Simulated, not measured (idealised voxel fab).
process module | voxel ribs on slabs
cross-section cut | 250 nm wide | cells 5 nm
A cross-section is a grid of square cells, given in bands from the top down. A band is one or more rows of cells.
Each band's line starts with the height of the band's top and of its bottom, in nm. Then come its materials from left to right, each with its width in nm. One material with "throughout" fills the band from edge to edge. "air" is empty space.
Height 0 is the level under which the wafer as received is all one material. The lowest band goes on downwards, as in "0 down".
A width such as "30 to 40" changes by the same amount from each row of cells to the next, from the band's top row to its bottom row.
"no change" after a step means that no cell of the cross-section changed.
closed voids: empty space of 8 cells or more with no open way to the top, each as width x height at its distance from the left edge, in nm
after a step's settings: what the simulator itself notes on the step
overlay nm, on a step with a mask: how far to the right of its planned place the mask lay; to the left if negative
plan
1 op RECEIVE | material Si
2 op DIRECTIONAL_DEP | material SiO2 | thk nm 30
3 op DIRECTIONAL_DEP | material polySi | thk nm 20
4 op PATTERN | tone cover | mask id RIB | material resist | width nm 30 | thk nm 20 | overlay nm 0
5 op DIRECTIONAL_ETCH | etch materials polySi | depth nm 5
6 op STRIP | etch materials resist
7 op MASKED_ETCH | tone cover | mask id SLAB | width nm 90 | etch materials polySi | depth nm 15 | overlay nm 0
8 op FILL_DEP | material SiO2 | thk nm 15
9 op CMP | height nm 60
10 op DIRECTIONAL_DEP | material TiN | thk nm 5
11 op DIRECTIONAL_DEP | material aC | thk nm 10
12 op PATTERN | tone cover | mask id HEATER | material resist | width nm 40 | thk nm 25 | overlay nm 0
13 op DIRECTIONAL_ETCH | etch materials aC | depth nm 10
14 op STRIP | etch materials resist
15 op DIRECTIONAL_ETCH | etch materials TiN | depth nm 5
16 op STRIP | etch materials aC
17 op CONFORMAL_DEP | material SiO2 | thk nm 10
as received, after step 1
  0 down: Si throughout
  closed voids: none
first wafer at the end, as planned
  75 to 70: air 95 | SiO2 60 | air 95
  70 to 65: SiO2 throughout
  65 to 60: SiO2 105 | TiN 40 | SiO2 105
  60 to 50: SiO2 throughout
  50 to 45: SiO2 110 | polySi 30 | SiO2 110
  45 to 30: SiO2 80 | polySi 90 | SiO2 80
  30 to 0: SiO2 throughout
  0 down: Si throughout
  closed voids: none
second wafer at the end: like start, like plan, one mistake
  75 to 70: air 95 | SiO2 60 | air 95
  70 to 65: SiO2 throughout
  65 to 60: SiO2 105 | TiN 40 | SiO2 105
  60 to 50: SiO2 throughout
  50 to 45: SiO2 110 | polySi 35 | SiO2 105
  45 to 30: SiO2 80 | polySi 90 | SiO2 80
  30 to 0: SiO2 throughout
  0 down: Si throughout
  closed voids: none
what went wrong: step 4 ran as: op PATTERN | tone cover | mask id RIB | material resist | width nm 35 | thk nm 20 | overlay nm 0
at the end the second wafer has, in cells: 1 fewer of SiO2 | 1 more of polySi
